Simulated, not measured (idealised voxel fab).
Name of the process module below: voxel fin reveal
Cross-sectional view cut (width: 300 nm; square cell size: 5 nm).
A cross-section is written here as square cells arranged in a grid, and it is given in bands from the top down, each band taking up one or more rows of cells. Band entry format. Leading values: height of top, height of bottom, nm. Remainder: materials in left-to-right order, each with its width in nm. Special words: "throughout" on a single material, which then fills the band edge to edge; "empty", empty space. The reference from which all heights are counted is 0, the level beneath which the as-received wafer is entirely one material; the lowest band, having no lower bound, proceeds downward and is written after the example "0 nm and below". A width given as "30->40" starts at the first number in the band's top row and ends at the second number in its bottom row, shifting by an equal amount at every step from row to row. No cell of the cross-section changed in a step that is given as "left unchanged". You'll see "Closed void table" listing empty spaces that have no way open to the top, as long as they're 8 cells or more; the notation is width x height at distance, where the distance is from the left edge, and all of it is in nm. On a step's line, text after the settings is the simulator commenting on that step. "overlay nm" denotes, for a step that has a mask, the displacement of the mask to the right of its planned place, with negative values corresponding to the left.

[These are the steps we planned for the process]
1: op RECEIVE | material Si
2: op CONFORMAL_DEP | material SiN | thk nm 10
3: op MASKED_ETCH | tone cover | mask id FINS | width nm 15 | pitch nm 35 | etch materials SiN | depth nm 10 | overlay nm 0
4: op MASKED_ETCH | tone cover | mask id FINS | width nm 15 | pitch nm 35 | etch materials Si | depth nm 30 | overlay nm 0
5: op OXIDIZE | depth nm 5
6: op FILL_DEP | material SiO2 | thk nm 10
7: op CMP | height nm 10
8: op SELECTIVE_ETCH | etch materials SiO2 | depth nm 25
9: op STRIP | etch materials SiN

[Cross-section of the wafer as it came to us, i.e., already through step 1]
0 nm and below: Si throughout
Closed void table: none

[Cross-section, first of two wafers, end of module, run as planned]
0 nm to -15 nm: empty 95, then Si 5, then empty 30, then Si 5, then empty 30, then Si 5, then empty 30, then Si 5, then empty 95
-15 nm to -35 nm: SiO2 95, then Si 5, then SiO2 30, then Si 5, then SiO2 30, then Si 5, then SiO2 30, then Si 5, then SiO2 95
-35 nm and below: Si throughout
Closed void table: none

[Second wafer through the module, sectioned at the end: same beginning and same plan as the first wafer, with one mistake in carrying it out]
0 nm to -5 nm: empty 95, then Si 5, then empty 30, then Si 5, then empty 30, then Si 5, then empty 30, then Si 5, then empty 95
-5 nm to -15 nm: empty 85, then Si 15, then empty 20, then Si 15, then empty 20, then Si 15, then empty 20, then Si 15, then empty 95
-15 nm to -35 nm: SiO2 85, then Si 15, then SiO2 20, then Si 15, then SiO2 20, then Si 15, then SiO2 20, then Si 15, then SiO2 95
-35 nm and below: Si throughout
Closed void table: none
Misprocessing identified: it should be noted that step 4 was executed with settings other than those planned, the operation and settings actually applied being op MASKED_ETCH | tone cover | mask id FINS | width nm 15 | pitch nm 35 | etch materials Si | depth nm 30 | overlay nm -10
Heads up, by the end the second wafer has more or fewer cells of some materials compared to the first: Si +48 | SiO2 -32
